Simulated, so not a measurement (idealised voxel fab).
process module | voxel spacer lines
cross-section cut | 180 nm wide | cells 5 nm
A cross-section is a grid of square cells, given in bands from the top down. A band is one or more rows of cells.
Each band's line starts with the height of the band's top and of its bottom, in nm. Then come its materials from left to right, each with its width in nm. One material with "throughout" fills the band from edge to edge. "air" is empty space.
Height 0 is the level under which the wafer as received is all one material. The lowest band goes on downwards, as in "0 down".
A width such as "30 to 40" changes by the same amount from each row of cells to the next, from the band's top row to its bottom row.
"no change" after a step means that no cell of the cross-section changed.
closed voids: empty space of 8 cells or more with no open way to the top, each as width x height at its distance from the left edge, in nm
after a step's settings: what the simulator itself notes on the step
overlay nm, on a step with a mask: how far to the right of its planned place the mask lay; to the left if negative
plan
1 op RECEIVE | material Si
2 op CONFORMAL_DEP | material Al2O3 | thk nm 10
3 op DIRECTIONAL_DEP | material TiN | thk nm 10
4 op DIRECTIONAL_DEP | material aC | thk nm 30
5 op PATTERN | tone cover | mask id MANDREL | material resist | width nm 25 | pitch nm 70 | thk nm 35 | overlay nm 0
6 op DIRECTIONAL_ETCH | etch materials aC | depth nm 30
7 op STRIP | etch materials resist
8 op CONFORMAL_DEP | material SiN | thk nm 10
9 op DIRECTIONAL_ETCH | etch materials SiN | depth nm 10
10 op STRIP | etch materials aC
11 op DIRECTIONAL_ETCH | etch materials TiN | depth nm 10
12 op STRIP | etch materials SiN
13 op FILL_DEP | material lowk | thk nm 10
14 op CMP | height nm 20
first wafer, as planned
as received, after step 1
  0 down: Si throughout
  closed voids: none
after step 2
  10 to 0: Al2O3 throughout
  below 0: unchanged
after step 3
  20 to 10: TiN throughout
  below 10: unchanged
after step 4
  50 to 20: aC throughout
  below 20: unchanged
after step 5
  85 to 50: air 40 | resist 25 | air 45 | resist 25 | air 45
  below 50: unchanged
after step 6
  55 to 50: air 40 | resist 25 | air 45 | resist 25 | air 45
  50 to 20: air 40 | aC 25 | air 45 | aC 25 | air 45
  below 20: unchanged
after step 7
  50 to 20: air 40 | aC 25 | air 45 | aC 25 | air 45
  below 20: unchanged
after step 8
  60 to 50: air 30 | SiN 45 | air 25 | SiN 45 | air 35
  50 to 30: air 30 | SiN 10 | aC 25 | SiN 10 | air 25 | SiN 10 | aC 25 | SiN 10 | air 35
  30 to 20: SiN 40 | aC 25 | SiN 45 | aC 25 | SiN 45
  below 20: unchanged
after step 9
  50 to 20: air 30 | SiN 10 | aC 25 | SiN 10 | air 25 | SiN 10 | aC 25 | SiN 10 | air 35
  below 20: unchanged
after step 10
  50 to 20: air 30 | SiN 10 | air 25 | SiN 10 | air 25 | SiN 10 | air 25 | SiN 10 | air 35
  below 20: unchanged
after step 11
  50 to 20: air 30 | SiN 10 | air 25 | SiN 10 | air 25 | SiN 10 | air 25 | SiN 10 | air 35
  20 to 10: air 30 | TiN 10 | air 25 | TiN 10 | air 25 | TiN 10 | air 25 | TiN 10 | air 35
  below 10: unchanged
after step 12
  20 to 10: air 30 | TiN 10 | air 25 | TiN 10 | air 25 | TiN 10 | air 25 | TiN 10 | air 35
  below 10: unchanged
after step 13
  30 to 20: lowk throughout
  20 to 10: lowk 30 | TiN 10 | lowk 25 | TiN 10 | lowk 25 | TiN 10 | lowk 25 | TiN 10 | lowk 35
  below 10: unchanged
after step 14
  20 to 10: lowk 30 | TiN 10 | lowk 25 | TiN 10 | lowk 25 | TiN 10 | lowk 25 | TiN 10 | lowk 35
  below 10: unchanged
second wafer: like start, like plan, one mistake. Through step 4 it matches the first wafer
when step 5 should have ended
  85 to 50: air 45 | resist 20 | air 50 | resist 20 | air 45
  below 50: unchanged
when step 6 should have ended
  55 to 50: air 45 | resist 20 | air 50 | resist 20 | air 45
  50 to 20: air 45 | aC 20 | air 50 | aC 20 | air 45
  below 20: unchanged
when step 7 should have ended
  50 to 20: air 45 | aC 20 | air 50 | aC 20 | air 45
  below 20: unchanged
when step 8 should have ended
  60 to 50: air 35 | SiN 40 | air 30 | SiN 40 | air 35
  50 to 30: air 35 | SiN 10 | aC 20 | SiN 10 | air 30 | SiN 10 | aC 20 | SiN 10 | air 35
  30 to 20: SiN 45 | aC 20 | SiN 50 | aC 20 | SiN 45
  below 20: unchanged
when step 9 should have ended
  50 to 20: air 35 | SiN 10 | aC 20 | SiN 10 | air 30 | SiN 10 | aC 20 | SiN 10 | air 35
  below 20: unchanged
when step 10 should have ended
  50 to 20: air 35 | SiN 10 | air 20 | SiN 10 | air 30 | SiN 10 | air 20 | SiN 10 | air 35
  below 20: unchanged
when step 11 should have ended
  50 to 20: air 35 | SiN 10 | air 20 | SiN 10 | air 30 | SiN 10 | air 20 | SiN 10 | air 35
  20 to 10: air 35 | TiN 10 | air 20 | TiN 10 | air 30 | TiN 10 | air 20 | TiN 10 | air 35
  below 10: unchanged
when step 12 should have ended
  20 to 10: air 35 | TiN 10 | air 20 | TiN 10 | air 30 | TiN 10 | air 20 | TiN 10 | air 35
  below 10: unchanged
when step 13 should have ended
  30 to 20: lowk throughout
  20 to 10: lowk 35 | TiN 10 | lowk 20 | TiN 10 | lowk 30 | TiN 10 | lowk 20 | TiN 10 | lowk 35
  below 10: unchanged
when step 14 should have ended
  20 to 10: lowk 35 | TiN 10 | lowk 20 | TiN 10 | lowk 30 | TiN 10 | lowk 20 | TiN 10 | lowk 35
  below 10: unchanged
what went wrong: step 5 ran as: op PATTERN | tone cover | mask id MANDREL | material resist | width nm 20 | pitch nm 70 | thk nm 35 | overlay nm 0
at the end the second wafer has, in cells: as many of each material as the first, in other places
